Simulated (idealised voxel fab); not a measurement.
Title: Process Module voxel capacitor over wiring
The cross-section shown here is cut; it is 285 nm wide and divided into square cells measuring 5 nm on a side.
The cross-sections in this document take the form of a grid made of square cells. They are written out as bands, in order from top to bottom. Each band consists of one or more rows of cells. Look at the band entry: it leads with the top's height and the bottom's height in nm. Then it lists the materials left to right, with a width in nm for each. The word "edge to edge" on a single material says that material fills the band edge to edge. The word "empty" is empty space. Height datum 0, below which the as-received substrate wafer is one material. Lowest band open at the bottom, running downward: "0 nm and below". Per-row width for "30->40": begins at first number (top row of band), ends at second number (bottom row), increment between rows held constant. Step marked "nothing changed"? Then no cell in the cross-section changed in it. Closed-off voids of 8+ cells (no open route to the top) go in "Cavities, closed", written width x height at distance from the left edge, in nm. On a step's line, text after the settings is the simulator commenting on that step. What "overlay nm" on a step's line means: if the step has a mask, that mask lay this far to the right of its planned place, or, when the value is negative, to the left.

-- The following list gives the planned process steps
1 RECEIVE | material Si
2 CONFORMAL_DEP | material SiO2 | thk nm 15
3 DIRECTIONAL_DEP | material TiN | thk nm 5
4 DIRECTIONAL_DEP | material Ru | thk nm 20
5 PATTERN | tone cover | mask id METAL_1 | material resist | width nm 30 | pitch nm 100 | thk nm 20 | overlay nm 0
6 DIRECTIONAL_ETCH | etch materials Ru | depth nm 20
7 DIRECTIONAL_ETCH | etch materials TiN | depth nm 5
8 STRIP | etch materials resist
9 FILL_DEP | material SiO2 | thk nm 10
10 CMP | height nm 40
11 CONFORMAL_DEP | material SiCN | thk nm 5
12 DIRECTIONAL_DEP | material lowk | thk nm 15
13 DIRECTIONAL_DEP | material aC | thk nm 15
14 PATTERN | tone open | mask id PLUG_1 | material resist | width nm 15 | thk nm 30 | overlay nm 0
15 DIRECTIONAL_ETCH | etch materials aC | depth nm 15
16 STRIP | etch materials resist
17 DIRECTIONAL_ETCH | etch materials lowk | depth nm 15
18 DIRECTIONAL_ETCH | etch materials SiCN | depth nm 5
19 STRIP | etch materials aC
20 EPI | material Ru | thk nm 10
21 EPI | material Ru | thk nm 10
22 DIRECTIONAL_DEP | material TiN | thk nm 10
23 DIRECTIONAL_DEP | material Al2O3 | thk nm 5
24 DIRECTIONAL_DEP | material TiN | thk nm 5
25 PATTERN | tone cover | mask id UPPER_PLATE | material resist | width nm 75 | thk nm 15 | overlay nm 0
26 DIRECTIONAL_ETCH | etch materials TiN | depth nm 5
27 DIRECTIONAL_ETCH | etch materials Al2O3 | depth nm 5
28 STRIP | etch materials resist
29 MASKED_ETCH | tone cover | mask id LOWER_PLATE | width nm 85 | etch materials TiN | depth nm 10 | overlay nm 0
30 FILL_DEP | material SiO2 | thk nm 20
31 CMP | height nm 95
32 MASKED_ETCH | tone open | mask id PLUG_2 | width nm 15 | etch materials SiO2 | depth nm 15 | overlay nm 0
33 CONFORMAL_DEP | material TiN | thk nm 5
34 FILL_DEP | material Ru | thk nm 10
35 CMP | height nm 95
36 CONFORMAL_DEP | material SiN | thk nm 5

-- Wafer cross-section on receipt, i.e. after step 1
    0 nm and below | Si edge to edge
    Cavities, closed: none

-- Post-module cross-section: identical start and plan to those above, one misstep in execution
    100 nm to 95 nm | SiN edge to edge
    95 nm to 85 nm | 100 nm SiO2; 5 nm TiN; 5 nm Ru; 5 nm TiN; 170 nm SiO2
    85 nm to 80 nm | 100 nm SiO2; 15 nm TiN; 170 nm SiO2
    80 nm to 75 nm | SiO2 edge to edge
    75 nm to 70 nm | 90 nm SiO2; 75 nm Al2O3; 120 nm SiO2
    70 nm to 60 nm | 85 nm TiN; 5 nm SiO2; 75 nm TiN; 5 nm SiO2; 115 nm TiN
    60 nm to 45 nm | 90 nm lowk; 15 nm Ru; 180 nm lowk
    45 nm to 40 nm | 90 nm SiCN; 15 nm Ru; 180 nm SiCN
    40 nm to 20 nm | 75 nm SiO2; 30 nm Ru; 70 nm SiO2; 30 nm Ru; 80 nm SiO2
    20 nm to 15 nm | 75 nm SiO2; 30 nm TiN; 70 nm SiO2; 30 nm TiN; 80 nm SiO2
    15 nm to 0 nm | SiO2 edge to edge
    0 nm and below | Si edge to edge
    Cavities, closed: none
Finding, execution versus plan: contrary to plan, step 29 was performed as MASKED_ETCH | tone open | mask id LOWER_PLATE | width nm 85 | etch materials TiN | depth nm 10 | overlay nm 0
